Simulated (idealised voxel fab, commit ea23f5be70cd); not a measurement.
This is a process module. Its name is voxel transistor to metal.
Square cell edge 5 nm, section width 275 nm, ID cut.
Cross-section, as written here: a square-cell grid given band by band from the top down, where a band holds one or more rows of cells. The entry gives the band's vertical extent as a top height and a bottom height in nm, then its horizontal make-up as materials from left to right, each with a width in nm. "empty" stands for empty space; a single material marked "throughout" fills the band edge to edge. It should be noted that heights are counted from 0, beneath which the wafer as supplied is of one material throughout, and that the lowest band possesses no lower boundary but continues downward, as written in "z 0 and below". Note: "30 to 40" means the width goes from the first number (top row of the band) to the second number (bottom row) in equal steps per row of cells. Given "no modifications" for a step, no cell of the cross-section differs between before and after that step. "Internal closed voids": empty spaces of 8 cells or more with no open way to the top, each given as width x height at distance, distance from the left edge, all in nm. Where a step's line continues beyond its settings, the continuation is a remark by the simulator itself on that step. Steps that use a mask can have "overlay nm" on their line. It says how far the mask sat to the right of where it was meant to be. Negative means to the left. Pairs ahead. Before: cross-section ahead of one process step. After: cross-section once the step is done, shown to the lowest changed band only. Under each pair: that step, with settings. Caution: pairs may come from different runs of this module on the same starting wafer; a pair follows the pair above only where its "State before step" entry says so.

### State before step
- z 55 to 35 | 65 empty, 20 resist, 105 empty, 20 resist, 65 empty
- z 35 to 25 | 65 empty, 20 SiCN, 105 empty, 20 SiCN, 65 empty
- z 25 to 0 | 65 empty, 20 polySi, 105 empty, 20 polySi, 65 empty
- z 0 to -5 | 20 SiO2, 45 empty, 20 polySi, 45 empty, 15 SiO2, 45 empty, 20 polySi, 45 empty, 20 SiO2
- z -5 to -10 | SiO2 throughout
- z -10 to -50 | 25 SiO2, 100 Si, 25 SiO2, 100 Si, 25 SiO2
- z -50 and below | Si throughout
- Internal closed voids: none

### Structure After Step
- z 35 to 25 | 65 empty, 20 SiCN, 105 empty, 20 SiCN, 65 empty
- Whatever lies below 25 is exactly as it was before.
- Internal closed voids: none
Which step turns the before cross-section above into the after cross-section? STRIP,etch materials resist

State before step: Please consult the pair immediately above; the cross-section it shows after its step is the state before this step.

### Structure After Step
- z 40 to 35 | 60 empty, 30 SiO2, 95 empty, 30 SiO2, 60 empty
- z 35 to 25 | 60 empty, 5 SiO2, 20 SiCN, 5 SiO2, 95 empty, 5 SiO2, 20 SiCN, 5 SiO2, 60 empty
- z 25 to 5 | 60 empty, 5 SiO2, 20 polySi, 5 SiO2, 95 empty, 5 SiO2, 20 polySi, 5 SiO2, 60 empty
- z 5 to 0 | 25 SiO2, 35 empty, 5 SiO2, 20 polySi, 5 SiO2, 35 empty, 25 SiO2, 35 empty, 5 SiO2, 20 polySi, 5 SiO2, 35 empty, 25 SiO2
- z 0 to -5 | 65 SiO2, 20 polySi, 105 SiO2, 20 polySi, 65 SiO2
- Whatever lies below -5 is exactly as it was before.
- Internal closed voids: none
Which step turns the before cross-section above into the after cross-section? CONFORMAL_DEP,material SiO2,thk nm 5

State before step: Please consult the pair immediately above; the cross-section it shows after its step is the state before this step.

### Structure After Step
- z 35 to 25 | 60 empty, 5 SiO2, 20 SiCN, 5 SiO2, 95 empty, 5 SiO2, 20 SiCN, 5 SiO2, 60 empty
- z 25 to 0 | 60 empty, 5 SiO2, 20 polySi, 5 SiO2, 95 empty, 5 SiO2, 20 polySi, 5 SiO2, 60 empty
- z 0 to -5 | 25 SiO2, 35 empty, 5 SiO2, 20 polySi, 5 SiO2, 35 empty, 25 SiO2, 35 empty, 5 SiO2, 20 polySi, 5 SiO2, 35 empty, 25 SiO2
- Whatever lies below -5 is exactly as it was before.
- Internal closed voids: none
Which step turns the before cross-section above into the after cross-section? DIRECTIONAL_ETCH,etch materials SiO2,depth nm 5

State before step: Please consult the pair immediately above; the cross-section it shows after its step is the state before this step.

### Structure After Step
- z 45 to 35 | 50 empty, 50 SiN, 75 empty, 50 SiN, 50 empty
- z 35 to 25 | 50 empty, 10 SiN, 5 SiO2, 20 SiCN, 5 SiO2, 10 SiN, 75 empty, 10 SiN, 5 SiO2, 20 SiCN, 5 SiO2, 10 SiN, 50 empty
- z 25 to 10 | 50 empty, 10 SiN, 5 SiO2, 20 polySi, 5 SiO2, 10 SiN, 75 empty, 10 SiN, 5 SiO2, 20 polySi, 5 SiO2, 10 SiN, 50 empty
- z 10 to 5 | 35 SiN, 15 empty, 10 SiN, 5 SiO2, 20 polySi, 5 SiO2, 10 SiN, 15 empty, 45 SiN, 15 empty, 10 SiN, 5 SiO2, 20 polySi, 5 SiO2, 10 SiN, 15 empty, 35 SiN
- z 5 to 0 | 60 SiN, 5 SiO2, 20 polySi, 5 SiO2, 95 SiN, 5 SiO2, 20 polySi, 5 SiO2, 60 SiN
- z 0 to -5 | 25 SiO2, 35 SiN, 5 SiO2, 20 polySi, 5 SiO2, 35 SiN, 25 SiO2, 35 SiN, 5 SiO2, 20 polySi, 5 SiO2, 35 SiN, 25 SiO2
- Whatever lies below -5 is exactly as it was before.
- Internal closed voids: none
Which step turns the before cross-section above into the after cross-section? CONFORMAL_DEP,material SiN,thk nm 10

State before step: Please consult the pair immediately above; the cross-section it shows after its step is the state before this step.

### Structure After Step
- z 35 to 25 | 50 empty, 10 SiN, 5 SiO2, 20 SiCN, 5 SiO2, 10 SiN, 75 empty, 10 SiN, 5 SiO2, 20 SiCN, 5 SiO2, 10 SiN, 50 empty
- z 25 to 0 | 50 empty, 10 SiN, 5 SiO2, 20 polySi, 5 SiO2, 10 SiN, 75 empty, 10 SiN, 5 SiO2, 20 polySi, 5 SiO2, 10 SiN, 50 empty
- z 0 to -5 | 25 SiO2, 10 SiN, 15 empty, 10 SiN, 5 SiO2, 20 polySi, 5 SiO2, 10 SiN, 15 empty, 10 SiN, 25 SiO2, 10 SiN, 15 empty, 10 SiN, 5 SiO2, 20 polySi, 5 SiO2, 10 SiN, 15 empty, 10 SiN, 25 SiO2
- Whatever lies below -5 is exactly as it was before.
- Internal closed voids: none
Which step turns the before cross-section above into the after cross-section? DIRECTIONAL_ETCH,etch materials SiN,depth nm 10

State before step: Please consult the pair immediately above; the cross-section it shows after its step is the state before this step.

### Structure After Step
- z 35 to 30 | 50 empty, 10 SiN, 5 empty, 20 SiCN, 5 empty, 10 SiN, 75 empty, 10 SiN, 5 empty, 20 SiCN, 5 empty, 10 SiN, 50 empty
- z 30 to 25 | 50 empty, 10 SiN, 5 SiO2, 20 SiCN, 5 SiO2, 10 SiN, 75 empty, 10 SiN, 5 SiO2, 20 SiCN, 5 SiO2, 10 SiN, 50 empty
- z 25 to 0 | 50 empty, 10 SiN, 5 SiO2, 20 polySi, 5 SiO2, 10 SiN, 75 empty, 10 SiN, 5 SiO2, 20 polySi, 5 SiO2, 10 SiN, 50 empty
- z 0 to -5 | 25 empty, 10 SiN, 15 empty, 10 SiN, 5 SiO2, 20 polySi, 5 SiO2, 10 SiN, 15 empty, 10 SiN, 25 empty, 10 SiN, 15 empty, 10 SiN, 5 SiO2, 20 polySi, 5 SiO2, 10 SiN, 15 empty, 10 SiN, 25 empty
- z -5 to -10 | 35 SiO2, 15 empty, 50 SiO2, 15 empty, 45 SiO2, 15 empty, 50 SiO2, 15 empty, 35 SiO2
- Whatever lies below -10 is exactly as it was before.
- Internal closed voids: none
Which step turns the before cross-section above into the after cross-section? DIRECTIONAL_ETCH,etch materials SiO2,depth nm 5

State before step: Please consult the pair immediately above; the cross-section it shows after its step is the state before this step.

### Structure After Step
- z 35 to 30 | 50 empty, 10 SiN, 5 empty, 20 SiCN, 5 empty, 10 SiN, 75 empty, 10 SiN, 5 empty, 20 SiCN, 5 empty, 10 SiN, 50 empty
- z 30 to 25 | 50 empty, 10 SiN, 5 SiO2, 20 SiCN, 5 SiO2, 10 SiN, 75 empty, 10 SiN, 5 SiO2, 20 SiCN, 5 SiO2, 10 SiN, 50 empty
- z 25 to 0 | 50 empty, 10 SiN, 5 SiO2, 20 polySi, 5 SiO2, 10 SiN, 75 empty, 10 SiN, 5 SiO2, 20 polySi, 5 SiO2, 10 SiN, 50 empty
- z 0 to -5 | 25 empty, 10 SiN, 15 empty, 10 SiN, 5 SiO2, 20 polySi, 5 SiO2, 10 SiN, 15 empty, 10 SiN, 25 empty, 10 SiN, 15 empty, 10 SiN, 5 SiO2, 20 polySi, 5 SiO2, 10 SiN, 15 empty, 10 SiN, 25 empty
- z -5 to -10 | 35 SiO2, 15 pSi, 50 SiO2, 15 pSi, 45 SiO2, 15 pSi, 50 SiO2, 15 pSi, 35 SiO2
- Whatever lies below -10 is exactly as it was before.
- Internal closed voids: none
Which step turns the before cross-section above into the after cross-section? EPI,material pSi,thk nm 5

State before step: Please consult the pair immediately above; the cross-section it shows after its step is the state before this step.

### Structure After Step
- z 40 to 35 | SiO2 throughout
- z 35 to 25 | 50 SiO2, 10 SiN, 5 SiO2, 20 SiCN, 5 SiO2, 10 SiN, 75 SiO2, 10 SiN, 5 SiO2, 20 SiCN, 5 SiO2, 10 SiN, 50 SiO2
- z 25 to 0 | 50 SiO2, 10 SiN, 5 SiO2, 20 polySi, 5 SiO2, 10 SiN, 75 SiO2, 10 SiN, 5 SiO2, 20 polySi, 5 SiO2, 10 SiN, 50 SiO2
- z 0 to -5 | 25 SiO2, 10 SiN, 15 SiO2, 10 SiN, 5 SiO2, 20 polySi, 5 SiO2, 10 SiN, 15 SiO2, 10 SiN, 25 SiO2, 10 SiN, 15 SiO2, 10 SiN, 5 SiO2, 20 polySi, 5 SiO2, 10 SiN, 15 SiO2, 10 SiN, 25 SiO2
- Whatever lies below -5 is exactly as it was before.
- Internal closed voids: none
Which step turns the before cross-section above into the after cross-section? FILL_DEP,material SiO2,thk nm 5

State before step: Please consult the pair immediately above; the cross-section it shows after its step is the state before this step.

### Structure After Step
- z 35 to 25 | 50 SiO2, 10 SiN, 5 SiO2, 20 SiCN, 5 SiO2, 10 SiN, 75 SiO2, 10 SiN, 5 SiO2, 20 SiCN, 5 SiO2, 10 SiN, 50 SiO2
- Whatever lies below 25 is exactly as it was before.
- Internal closed voids: none
Which step turns the before cross-section above into the after cross-section? CMP,height nm 35

State before step: Please consult the pair immediately above; the cross-section it shows after its step is the state before this step.

### Structure After Step
- z 50 to 35 | SiO2 throughout
- Whatever lies below 35 is exactly as it was before.
- Internal closed voids: none
Which step turns the before cross-section above into the after cross-section? DIRECTIONAL_DEP,material SiO2,thk nm 15

State before step: Please consult the pair immediately above; the cross-section it shows after its step is the state before this step.

### Structure After Step
- z 70 to 50 | 30 resist, 15 empty, 60 resist, 15 empty, 35 resist, 15 empty, 60 resist, 15 empty, 30 resist
- Whatever lies below 50 is exactly as it was before.
- Internal closed voids: none
Which step turns the before cross-section above into the after cross-section? PATTERN,tone open,mask id CONTACT,material resist,width nm 15,thk nm 20,overlay nm 0

State before step: Please consult the pair immediately above; the cross-section it shows after its step is the state before this step.

### Structure After Step
- z 70 to 50 | 30 resist, 15 empty, 60 resist, 15 empty, 35 resist, 15 empty, 60 resist, 15 empty, 30 resist
- z 50 to 35 | 30 SiO2, 15 empty, 60 SiO2, 15 empty, 35 SiO2, 15 empty, 60 SiO2, 15 empty, 30 SiO2
- z 35 to 25 | 30 SiO2, 15 empty, 5 SiO2, 10 SiN, 5 SiO2, 20 SiCN, 5 SiO2, 10 SiN, 5 SiO2, 15 empty, 35 SiO2, 15 empty, 5 SiO2, 10 SiN, 5 SiO2, 20 SiCN, 5 SiO2, 10 SiN, 5 SiO2, 15 empty, 30 SiO2
- z 25 to 0 | 30 SiO2, 15 empty, 5 SiO2, 10 SiN, 5 SiO2, 20 polySi, 5 SiO2, 10 SiN, 5 SiO2, 15 empty, 35 SiO2, 15 empty, 5 SiO2, 10 SiN, 5 SiO2, 20 polySi, 5 SiO2, 10 SiN, 5 SiO2, 15 empty, 30 SiO2
- z 0 to -5 | 25 SiO2, 10 SiN, 10 empty, 5 SiO2, 10 SiN, 5 SiO2, 20 polySi, 5 SiO2, 10 SiN, 5 SiO2, 10 empty, 10 SiN, 25 SiO2, 10 SiN, 10 empty, 5 SiO2, 10 SiN, 5 SiO2, 20 polySi, 5 SiO2, 10 SiN, 5 SiO2, 10 empty, 10 SiN, 25 SiO2
- Whatever lies below -5 is exactly as it was before.
- Internal closed voids: none
Which step turns the before cross-section above into the after cross-section? DIRECTIONAL_ETCH,etch materials SiO2,depth nm 55

State before step: Please consult the pair immediately above; the cross-section it shows after its step is the state before this step.

### Structure After Step
- z 50 to 35 | 30 SiO2, 15 empty, 60 SiO2, 15 empty, 35 SiO2, 15 empty, 60 SiO2, 15 empty, 30 SiO2
- Whatever lies below 35 is exactly as it was before.
- Internal closed voids: none
Which step turns the before cross-section above into the after cross-section? STRIP,etch materials resist

State before step: Please consult the pair immediately above; the cross-section it shows after its step is the state before this step.

### Structure After Step
- z 55 to 50 | 35 TiN, 5 empty, 70 TiN, 5 empty, 45 TiN, 5 empty, 70 TiN, 5 empty, 35 TiN
- z 50 to 35 | 30 SiO2, 5 TiN, 5 empty, 5 TiN, 60 SiO2, 5 TiN, 5 empty, 5 TiN, 35 SiO2, 5 TiN, 5 empty, 5 TiN, 60 SiO2, 5 TiN, 5 empty, 5 TiN, 30 SiO2
- z 35 to 25 | 30 SiO2, 5 TiN, 5 empty, 5 TiN, 5 SiO2, 10 SiN, 5 SiO2, 20 SiCN, 5 SiO2, 10 SiN, 5 SiO2, 5 TiN, 5 empty, 5 TiN, 35 SiO2, 5 TiN, 5 empty, 5 TiN, 5 SiO2, 10 SiN, 5 SiO2, 20 SiCN, 5 SiO2, 10 SiN, 5 SiO2, 5 TiN, 5 empty, 5 TiN, 30 SiO2
- z 25 to 5 | 30 SiO2, 5 TiN, 5 empty, 5 TiN, 5 SiO2, 10 SiN, 5 SiO2, 20 polySi, 5 SiO2, 10 SiN, 5 SiO2, 5 TiN, 5 empty, 5 TiN, 35 SiO2, 5 TiN, 5 empty, 5 TiN, 5 SiO2, 10 SiN, 5 SiO2, 20 polySi, 5 SiO2, 10 SiN, 5 SiO2, 5 TiN, 5 empty, 5 TiN, 30 SiO2
- z 5 to 0 | 30 SiO2, 15 TiN, 5 SiO2, 10 SiN, 5 SiO2, 20 polySi, 5 SiO2, 10 SiN, 5 SiO2, 15 TiN, 35 SiO2, 15 TiN, 5 SiO2, 10 SiN, 5 SiO2, 20 polySi, 5 SiO2, 10 SiN, 5 SiO2, 15 TiN, 30 SiO2
- z 0 to -5 | 25 SiO2, 10 SiN, 10 TiN, 5 SiO2, 10 SiN, 5 SiO2, 20 polySi, 5 SiO2, 10 SiN, 5 SiO2, 10 TiN, 10 SiN, 25 SiO2, 10 SiN, 10 TiN, 5 SiO2, 10 SiN, 5 SiO2, 20 polySi, 5 SiO2, 10 SiN, 5 SiO2, 10 TiN, 10 SiN, 25 SiO2
- Whatever lies below -5 is exactly as it was before.
- Internal closed voids: none
Which step turns the before cross-section above into the after cross-section? CONFORMAL_DEP,material TiN,thk nm 5

State before step: Please consult the pair immediately above; the cross-section it shows after its step is the state before this step.

### Structure After Step
- z 65 to 55 | Ru throughout
- z 55 to 50 | 35 TiN, 5 Ru, 70 TiN, 5 Ru, 45 TiN, 5 Ru, 70 TiN, 5 Ru, 35 TiN
- z 50 to 35 | 30 SiO2, 5 TiN, 5 Ru, 5 TiN, 60 SiO2, 5 TiN, 5 Ru, 5 TiN, 35 SiO2, 5 TiN, 5 Ru, 5 TiN, 60 SiO2, 5 TiN, 5 Ru, 5 TiN, 30 SiO2
- z 35 to 25 | 30 SiO2, 5 TiN, 5 Ru, 5 TiN, 5 SiO2, 10 SiN, 5 SiO2, 20 SiCN, 5 SiO2, 10 SiN, 5 SiO2, 5 TiN, 5 Ru, 5 TiN, 35 SiO2, 5 TiN, 5 Ru, 5 TiN, 5 SiO2, 10 SiN, 5 SiO2, 20 SiCN, 5 SiO2, 10 SiN, 5 SiO2, 5 TiN, 5 Ru, 5 TiN, 30 SiO2
- z 25 to 5 | 30 SiO2, 5 TiN, 5 Ru, 5 TiN, 5 SiO2, 10 SiN, 5 SiO2, 20 polySi, 5 SiO2, 10 SiN, 5 SiO2, 5 TiN, 5 Ru, 5 TiN, 35 SiO2, 5 TiN, 5 Ru, 5 TiN, 5 SiO2, 10 SiN, 5 SiO2, 20 polySi, 5 SiO2, 10 SiN, 5 SiO2, 5 TiN, 5 Ru, 5 TiN, 30 SiO2
- Whatever lies below 5 is exactly as it was before.
- Internal closed voids: none
Which step turns the before cross-section above into the after cross-section? FILL_DEP,material Ru,thk nm 10

State before step: Please consult the pair immediately above; the cross-section it shows after its step is the state before this step.

### Structure After Step
- z 50 to 35 | 30 SiO2, 5 TiN, 5 Ru, 5 TiN, 60 SiO2, 5 TiN, 5 Ru, 5 TiN, 35 SiO2, 5 TiN, 5 Ru, 5 TiN, 60 SiO2, 5 TiN, 5 Ru, 5 TiN, 30 SiO2
- Whatever lies below 35 is exactly as it was before.
- Internal closed voids: none
Which step turns the before cross-section above into the after cross-section? CMP,height nm 50

State before step: Please consult the pair immediately above; the cross-section it shows after its step is the state before this step.

### Structure After Step
- z 55 to 50 | SiN throughout
- Whatever lies below 50 is exactly as it was before.
- Internal closed voids: none
Which step turns the before cross-section above into the after cross-section? CONFORMAL_DEP,material SiN,thk nm 5

State before step: Please consult the pair immediately above; the cross-section it shows after its step is the state before this step.

### Structure After Step
- z 70 to 55 | SiO2 throughout
- Whatever lies below 55 is exactly as it was before.
- Internal closed voids: none
Which step turns the before cross-section above into the after cross-section? DIRECTIONAL_DEP,material SiO2,thk nm 15

State before step: Please consult the pair immediately above; the cross-section it shows after its step is the state before this step.

### Structure After Step
- z 70 to 55 | 30 SiO2, 15 empty, 60 SiO2, 15 empty, 35 SiO2, 15 empty, 60 SiO2, 15 empty, 30 SiO2
- Whatever lies below 55 is exactly as it was before.
- Internal closed voids: none
Which step turns the before cross-section above into the after cross-section? MASKED_ETCH,tone open,mask id METAL_1,width nm 15,etch materials SiO2,depth nm 15,overlay nm 0

State before step: Please consult the pair immediately above; the cross-section it shows after its step is the state before this step.

### Structure After Step
- z 70 to 55 | 30 SiO2, 15 empty, 60 SiO2, 15 empty, 35 SiO2, 15 empty, 60 SiO2, 15 empty, 30 SiO2
- z 55 to 50 | 30 SiN, 15 empty, 60 SiN, 15 empty, 35 SiN, 15 empty, 60 SiN, 15 empty, 30 SiN
- Whatever lies below 50 is exactly as it was before.
- Internal closed voids: none
Which step turns the before cross-section above into the after cross-section? MASKED_ETCH,tone open,mask id METAL_1,width nm 15,etch materials SiN,depth nm 5,overlay nm 0

State before step: Please consult the pair immediately above; the cross-section it shows after its step is the state before this step.

### Structure After Step
- z 75 to 70 | 35 TiN, 5 empty, 70 TiN, 5 empty, 45 TiN, 5 empty, 70 TiN, 5 empty, 35 TiN
- z 70 to 55 | 30 SiO2, 5 TiN, 5 empty, 5 TiN, 60 SiO2, 5 TiN, 5 empty, 5 TiN, 35 SiO2, 5 TiN, 5 empty, 5 TiN, 60 SiO2, 5 TiN, 5 empty, 5 TiN, 30 SiO2
- z 55 to 50 | 30 SiN, 15 TiN, 60 SiN, 15 TiN, 35 SiN, 15 TiN, 60 SiN, 15 TiN, 30 SiN
- Whatever lies below 50 is exactly as it was before.
- Internal closed voids: none
Which step turns the before cross-section above into the after cross-section? CONFORMAL_DEP,material TiN,thk nm 5

State before step: Please consult the pair immediately above; the cross-section it shows after its step is the state before this step.

### Structure After Step
- z 85 to 75 | Cu throughout
- z 75 to 70 | 35 TiN, 5 Cu, 70 TiN, 5 Cu, 45 TiN, 5 Cu, 70 TiN, 5 Cu, 35 TiN
- z 70 to 55 | 30 SiO2, 5 TiN, 5 Cu, 5 TiN, 60 SiO2, 5 TiN, 5 Cu, 5 TiN, 35 SiO2, 5 TiN, 5 Cu, 5 TiN, 60 SiO2, 5 TiN, 5 Cu, 5 TiN, 30 SiO2
- Whatever lies below 55 is exactly as it was before.
- Internal closed voids: none
Which step turns the before cross-section above into the after cross-section? FILL_DEP,material Cu,thk nm 10

State before step: Please consult the pair immediately above; the cross-section it shows after its step is the state before this step.

### Structure After Step
- z 70 to 55 | 30 SiO2, 5 TiN, 5 Cu, 5 TiN, 60 SiO2, 5 TiN, 5 Cu, 5 TiN, 35 SiO2, 5 TiN, 5 Cu, 5 TiN, 60 SiO2, 5 TiN, 5 Cu, 5 TiN, 30 SiO2
- Whatever lies below 55 is exactly as it was before.
- Internal closed voids: none
Which step turns the before cross-section above into the after cross-section? CMP,height nm 70

State before step: Please consult the pair immediately above; the cross-section it shows after its step is the state before this step.

### Structure After Step
- z 75 to 70 | 25 empty, 25 Ru, 50 empty, 25 Ru, 25 empty, 25 Ru, 50 empty, 25 Ru, 25 empty
- Whatever lies below 70 is exactly as it was before.
- Internal closed voids: none
Which step turns the before cross-section above into the after cross-section? EPI,material Ru,thk nm 5

State before step: Please consult the pair immediately above; the cross-section it shows after its step is the state before this step.

### Structure After Step
- z 80 to 75 | SiCN throughout
- z 75 to 70 | 25 SiCN, 25 Ru, 50 SiCN, 25 Ru, 25 SiCN, 25 Ru, 50 SiCN, 25 Ru, 25 SiCN
- Whatever lies below 70 is exactly as it was before.
- Internal closed voids: none
Which step turns the before cross-section above into the after cross-section? FILL_DEP,material SiCN,thk nm 5

State before step: Please consult the pair immediately above; the cross-section it shows after its step is the state before this step.

### Structure After Step
- z 115 to 80 | lowk throughout
- Whatever lies below 80 is exactly as it was before.
- Internal closed voids: none
Which step turns the before cross-section above into the after cross-section? DIRECTIONAL_DEP,material lowk,thk nm 35

State before step: Please consult the pair immediately above; the cross-section it shows after its step is the state before this step.

### Structure After Step
- z 130 to 115 | aC throughout
- Whatever lies below 115 is exactly as it was before.
- Internal closed voids: none
Which step turns the before cross-section above into the after cross-section? DIRECTIONAL_DEP,material aC,thk nm 15

State before step: Please consult the pair immediately above; the cross-section it shows after its step is the state before this step.

### Structure After Step
- z 165 to 130 | 30 resist, 15 empty, 110 resist, 15 empty, 105 resist
- Whatever lies below 130 is exactly as it was before.
- Internal closed voids: none
Which step turns the before cross-section above into the after cross-section? PATTERN,tone open,mask id METAL_2,material resist,width nm 15,pitch nm 125,thk nm 35,overlay nm 0

State before step: Please consult the pair immediately above; the cross-section it shows after its step is the state before this step.

### Structure After Step
- z 150 to 130 | 30 resist, 15 empty, 110 resist, 15 empty, 105 resist
- z 130 to 115 | 30 aC, 15 empty, 110 aC, 15 empty, 105 aC
- Whatever lies below 115 is exactly as it was before.
- Internal closed voids: none
Which step turns the before cross-section above into the after cross-section? DIRECTIONAL_ETCH,etch materials aC,depth nm 15

State before step: Please consult the pair immediately above; the cross-section it shows after its step is the state before this step.

### Structure After Step
- z 130 to 115 | 30 aC, 15 empty, 110 aC, 15 empty, 105 aC
- Whatever lies below 115 is exactly as it was before.
- Internal closed voids: none
Which step turns the before cross-section above into the after cross-section? STRIP,etch materials resist

State before step: Please consult the pair immediately above; the cross-section it shows after its step is the state before this step.

### Structure After Step
- z 130 to 115 | 30 aC, 15 empty, 110 aC, 15 empty, 105 aC
- z 115 to 95 | 30 lowk, 15 empty, 110 lowk, 15 empty, 105 lowk
- Whatever lies below 95 is exactly as it was before.
- Internal closed voids: none
Which step turns the before cross-section above into the after cross-section? DIRECTIONAL_ETCH,etch materials lowk,depth nm 20

State before step: Please consult the pair immediately above; the cross-section it shows after its step is the state before this step.

### Structure After Step
- z 115 to 95 | 30 lowk, 15 empty, 110 lowk, 15 empty, 105 lowk
- Whatever lies below 95 is exactly as it was before.
- Internal closed voids: none
Which step turns the before cross-section above into the after cross-section? STRIP,etch materials aC

State before step: Please consult the pair immediately above; the cross-section it shows after its step is the state before this step.

### Structure After Step
- z 130 to 115 | 30 resist, 15 empty, 110 resist, 15 empty, 105 resist
- Whatever lies below 115 is exactly as it was before.
- Internal closed voids: none
Which step turns the before cross-section above into the after cross-section? PATTERN,tone open,mask id METAL_2_HOLES,material resist,width nm 15,pitch nm 125,thk nm 15,overlay nm 0

State before step: Please consult the pair immediately above; the cross-section it shows after its step is the state before this step.

### Structure After Step
- z 130 to 115 | 30 resist, 15 empty, 110 resist, 15 empty, 105 resist
- z 115 to 80 | 30 lowk, 15 empty, 110 lowk, 15 empty, 105 lowk
- Whatever lies below 80 is exactly as it was before.
- Internal closed voids: none
Which step turns the before cross-section above into the after cross-section? DIRECTIONAL_ETCH,etch materials lowk,depth nm 15

State before step: Please consult the pair immediately above; the cross-section it shows after its step is the state before this step.

### Structure After Step
- z 130 to 115 | 30 resist, 15 empty, 110 resist, 15 empty, 105 resist
- z 115 to 80 | 30 lowk, 15 empty, 110 lowk, 15 empty, 105 lowk
- z 80 to 75 | 30 SiCN, 15 empty, 110 SiCN, 15 empty, 105 SiCN
- Whatever lies below 75 is exactly as it was before.
- Internal closed voids: none
Which step turns the before cross-section above into the after cross-section? DIRECTIONAL_ETCH,etch materials SiCN,depth nm 5

State before step: Please consult the pair immediately above; the cross-section it shows after its step is the state before this step.

### Structure After Step
- z 115 to 80 | 30 lowk, 15 empty, 110 lowk, 15 empty, 105 lowk
- Whatever lies below 80 is exactly as it was before.
- Internal closed voids: none
Which step turns the before cross-section above into the after cross-section? STRIP,etch materials resist

State before step: Please consult the pair immediately above; the cross-section it shows after its step is the state before this step.

### Structure After Step
- z 120 to 115 | 35 TiN, 5 empty, 120 TiN, 5 empty, 110 TiN
- z 115 to 80 | 30 lowk, 5 TiN, 5 empty, 5 TiN, 110 lowk, 5 TiN, 5 empty, 5 TiN, 105 lowk
- z 80 to 75 | 30 SiCN, 15 TiN, 110 SiCN, 15 TiN, 105 SiCN
- Whatever lies below 75 is exactly as it was before.
- Internal closed voids: none
Which step turns the before cross-section above into the after cross-section? CONFORMAL_DEP,material TiN,thk nm 5

State before step: Please consult the pair immediately above; the cross-section it shows after its step is the state before this step.

### Structure After Step
- z 125 to 120 | Cu throughout
- z 120 to 115 | 35 TiN, 5 Cu, 120 TiN, 5 Cu, 110 TiN
- z 115 to 80 | 30 lowk, 5 TiN, 5 Cu, 5 TiN, 110 lowk, 5 TiN, 5 Cu, 5 TiN, 105 lowk
- Whatever lies below 80 is exactly as it was before.
- Internal closed voids: none
Which step turns the before cross-section above into the after cross-section? FILL_DEP,material Cu,thk nm 5

State before step: Please consult the pair immediately above; the cross-section it shows after its step is the state before this step.

### Structure After Step
- z 115 to 80 | 30 lowk, 5 TiN, 5 Cu, 5 TiN, 110 lowk, 5 TiN, 5 Cu, 5 TiN, 105 lowk
- Whatever lies below 80 is exactly as it was before.
- Internal closed voids: none
Which step turns the before cross-section above into the after cross-section? CMP,height nm 115

State before step: Please consult the pair immediately above; the cross-section it shows after its step is the state before this step.

### Structure After Step
- z 120 to 115 | SiN throughout
- Whatever lies below 115 is exactly as it was before.
- Internal closed voids: none
Which step turns the before cross-section above into the after cross-section? CONFORMAL_DEP,material SiN,thk nm 5

### State before step
- z 40 to 35 | 20 SiCN, 110 empty, 15 SiCN, 110 empty, 20 SiCN
- z 35 to 30 | SiCN throughout
- z 30 to 25 | 20 polySi, 110 SiCN, 15 polySi, 110 SiCN, 20 polySi
- z 25 to 0 | polySi throughout
- z 0 to -5 | 20 SiO2, 110 polySi, 15 SiO2, 110 polySi, 20 SiO2
- z -5 to -10 | SiO2 throughout
- z -10 to -40 | 25 SiO2, 100 Si, 25 SiO2, 100 Si, 25 SiO2
- z -40 and below | Si throughout
- Internal closed voids: none

### Structure After Step
- z 55 to 40 | 65 empty, 25 resist, 100 empty, 25 resist, 60 empty
- z 40 to 35 | 20 SiCN, 45 empty, 25 resist, 40 empty, 15 SiCN, 45 empty, 25 resist, 40 empty, 20 SiCN
- Whatever lies below 35 is exactly as it was before.
- Internal closed voids: none
Which step turns the before cross-section above into the after cross-section? PATTERN,tone cover,mask id GATE,material resist,width nm 25,pitch nm 125,thk nm 15,overlay nm 0

State before step: Please consult the pair immediately above; the cross-section it shows after its step is the state before this step.

### Structure After Step
- z 55 to 35 | 65 empty, 25 resist, 100 empty, 25 resist, 60 empty
- z 35 to 30 | 65 empty, 25 SiCN, 100 empty, 25 SiCN, 60 empty
- z 30 to 25 | 20 polySi, 45 empty, 25 SiCN, 40 empty, 15 polySi, 45 empty, 25 SiCN, 40 empty, 20 polySi
- Whatever lies below 25 is exactly as it was before.
- Internal closed voids: none
Which step turns the before cross-section above into the after cross-section? DIRECTIONAL_ETCH,etch materials SiCN,depth nm 20

State before step: Please consult the pair immediately above; the cross-section it shows after its step is the state before this step.

### Structure After Step
- z 55 to 35 | 65 empty, 25 resist, 100 empty, 25 resist, 60 empty
- z 35 to 25 | 65 empty, 25 SiCN, 100 empty, 25 SiCN, 60 empty
- z 25 to 0 | 65 empty, 25 polySi, 100 empty, 25 polySi, 60 empty
- z 0 to -5 | 20 SiO2, 45 empty, 25 polySi, 40 empty, 15 SiO2, 45 empty, 25 polySi, 40 empty, 20 SiO2
- Whatever lies below -5 is exactly as it was before.
- Internal closed voids: none
Which step turns the before cross-section above into the after cross-section? DIRECTIONAL_ETCH,etch materials polySi,depth nm 40

State before step: Please consult the pair immediately above; the cross-section it shows after its step is the state before this step.

### Structure After Step
- z 35 to 25 | 65 empty, 25 SiCN, 100 empty, 25 SiCN, 60 empty
- Whatever lies below 25 is exactly as it was before.
- Internal closed voids: none
Which step turns the before cross-section above into the after cross-section? STRIP,etch materials resist

State before step: Please consult the pair immediately above; the cross-section it shows after its step is the state before this step.

### Structure After Step
- z 40 to 35 | 60 empty, 35 SiO2, 90 empty, 35 SiO2, 55 empty
- z 35 to 25 | 60 empty, 5 SiO2, 25 SiCN, 5 SiO2, 90 empty, 5 SiO2, 25 SiCN, 5 SiO2, 55 empty
- z 25 to 5 | 60 empty, 5 SiO2, 25 polySi, 5 SiO2, 90 empty, 5 SiO2, 25 polySi, 5 SiO2, 55 empty
- z 5 to 0 | 25 SiO2, 35 empty, 5 SiO2, 25 polySi, 5 SiO2, 30 empty, 25 SiO2, 35 empty, 5 SiO2, 25 polySi, 5 SiO2, 30 empty, 25 SiO2
- z 0 to -5 | 65 SiO2, 25 polySi, 100 SiO2, 25 polySi, 60 SiO2
- Whatever lies below -5 is exactly as it was before.
- Internal closed voids: none
Which step turns the before cross-section above into the after cross-section? CONFORMAL_DEP,material SiO2,thk nm 5
